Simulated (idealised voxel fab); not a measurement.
process module | voxel self aligned vias
cross-section cut | 275 nm wide | cells 5 nm
A cross-section is a grid of square cells, given in bands from the top down. A band is one or more rows of cells.
Each band's line starts with the height of the band's top and of its bottom, in nm. Then come its materials from left to right, each with its width in nm. One material with "throughout" fills the band from edge to edge. "air" is empty space.
Height 0 is the level under which the wafer as received is all one material. The lowest band goes on downwards, as in "0 down".
A width such as "30 to 40" changes by the same amount from each row of cells to the next, from the band's top row to its bottom row.
"no change" after a step means that no cell of the cross-section changed.
closed voids: empty space of 8 cells or more with no open way to the top, each as width x height at its distance from the left edge, in nm
after a step's settings: what the simulator itself notes on the step
overlay nm, on a step with a mask: how far to the right of its planned place the mask lay; to the left if negative
plan
1 op RECEIVE | material Si
2 op CONFORMAL_DEP | material SiO2 | thk nm 10
3 op CONFORMAL_DEP | material SiCN | thk nm 5
4 op DIRECTIONAL_DEP | material SiO2 | thk nm 20
5 op MASKED_ETCH | tone open | mask id LINES | width nm 20 | pitch nm 50 | etch materials SiO2 | depth nm 20 | overlay nm 0
6 op CONFORMAL_DEP | material TiN | thk nm 5
7 op FILL_DEP | material W | thk nm 10
8 op CMP | height nm 35
9 op SELECTIVE_ETCH | etch materials W Ru TiN | depth nm 10
10 op FILL_DEP | material SiN | thk nm 10
11 op CMP | height nm 35
12 op DIRECTIONAL_DEP | material SiO2 | thk nm 15
13 op PATTERN | tone open | mask id VIAS | material resist | width nm 30 | thk nm 15 | overlay nm -15
14 op DIRECTIONAL_ETCH | etch materials SiO2 | depth nm 15
15 op DIRECTIONAL_ETCH | etch materials SiN | depth nm 10
16 op STRIP | etch materials resist
17 op CONFORMAL_DEP | material TiN | thk nm 5
18 op FILL_DEP | material Ru | thk nm 5
19 op CMP | height nm 50
20 op CONFORMAL_DEP | material SiN | thk nm 5
varied across the wafers: overlay nm of step 13. The plan shows the first wafer's value. All wafers start alike
first wafer as received, after step 1
  0 down: Si throughout
  closed voids: none
each wafer at the end: cells of each material gained (+) or lost (-) since it was received, then its closed voids
overlay nm -15 | +8 Ru | +55 SiCN | +67 SiN | +445 SiO2 | +26 TiN | +4 W | closed voids: none
overlay nm -10 | +10 Ru | +55 SiCN | +65 SiN | +445 SiO2 | +26 TiN | +4 W | closed voids: none
overlay nm -5 | +12 Ru | +55 SiCN | +63 SiN | +445 SiO2 | +26 TiN | +4 W | closed voids: none
overlay nm 0 | +12 Ru | +55 SiCN | +63 SiN | +445 SiO2 | +26 TiN | +4 W | closed voids: none
overlay nm 5 | +12 Ru | +55 SiCN | +63 SiN | +445 SiO2 | +26 TiN | +4 W | closed voids: none
overlay nm 10 | +10 Ru | +55 SiCN | +65 SiN | +445 SiO2 | +26 TiN | +4 W | closed voids: none
overlay nm 15 | +8 Ru | +55 SiCN | +67 SiN | +445 SiO2 | +26 TiN | +4 W | closed voids: none
